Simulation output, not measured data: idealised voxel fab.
The process module that follows is named voxel ribs on slabs.
For reference, the cross-section in this document is cut, with width 155 nm and square cells of 5 nm.
When this document writes out a cross-section, it uses a grid of square cells and lists it as bands, beginning at the top and moving down, with a band standing for one or more rows of cells.
In this notation a band is specified by the heights of its top and bottom, in that order and in nm, after which its materials appear from left to right, each paired with its width in nm. The word "full width" attached to a single material means that material fills the band from edge to edge; the word "air" stands for empty space.
For the purposes of this specification, 0 denotes the height below which the wafer in its as-received condition is composed wholly of one material, and the lowermost band, lacking a lower limit, extends downward without end, as expressed in "0 and below".
Graded width ("30->40"): value in top row of band = first number; value in bottom row = second number; row-to-row change constant.
Where the words "changes: none" appear for a step, the cross-section shows no cell changed by that step; every cell remained as before.
For the entry "Completely enclosed voids", the listed items are empty spaces with no open way to the top whose size is 8 cells or more; each item follows the pattern width x height at distance, where distance is from the left edge and all three are in nm.
Where a step's line continues beyond its settings, the continuation is a remark by the simulator itself on that step.
overlay nm: mask right of planned place by this much (step with mask). Neg. = left.

These are the steps we planned for the process
- 1: RECEIVE with material Si
- 2: DIRECTIONAL_DEP with material SiO2, thk nm 20
- 3: DIRECTIONAL_DEP with material polySi, thk nm 20
- 4: PATTERN with tone cover, mask id RIB, material resist, width nm 20, thk nm 20, overlay nm 0
- 5: DIRECTIONAL_ETCH with etch materials polySi, depth nm 15
- 6: STRIP with etch materials resist
- 7: PATTERN with tone cover, mask id SLAB, material resist, width nm 60, thk nm 20, overlay nm -15
- 8: DIRECTIONAL_ETCH with etch materials polySi, depth nm 5
- 9: STRIP with etch materials resist
- 10: FILL_DEP with material SiO2, thk nm 25
- 11: CMP with height nm 60
- 12: DIRECTIONAL_DEP with material W, thk nm 5
- 13: PATTERN with tone cover, mask id HEATER, material resist, width nm 30, thk nm 15, overlay nm 0
- 14: DIRECTIONAL_ETCH with etch materials W, depth nm 5
- 15: STRIP with etch materials resist
- 16: CONFORMAL_DEP with material SiO2, thk nm 5
Across this set of wafers, the varied parameter is the overlay nm of step 7. Starting conditions are identical for every wafer, and the plan reports the value assigned to the first wafer.

Cross-section of the first of several wafers as received (after step 1)
> 0 and below: Si full width
> Completely enclosed voids: none

So in this table every wafer gets its own row, and what you see is where it stands at the end of the module: for each material, how many cells it picked up (+) or gave up (-) since we received it, and after that its closed voids
overlay nm -15 | +381 SiO2 | +6 W | +24 polySi | Completely enclosed voids: none
overlay nm -10 | +381 SiO2 | +6 W | +24 polySi | Completely enclosed voids: none
overlay nm -5 | +381 SiO2 | +6 W | +24 polySi | Completely enclosed voids: none
overlay nm 0 | +381 SiO2 | +6 W | +24 polySi | Completely enclosed voids: none
overlay nm 5 | +381 SiO2 | +6 W | +24 polySi | Completely enclosed voids: none
overlay nm 10 | +381 SiO2 | +6 W | +24 polySi | Completely enclosed voids: none
overlay nm 15 | +381 SiO2 | +6 W | +24 polySi | Completely enclosed voids: none
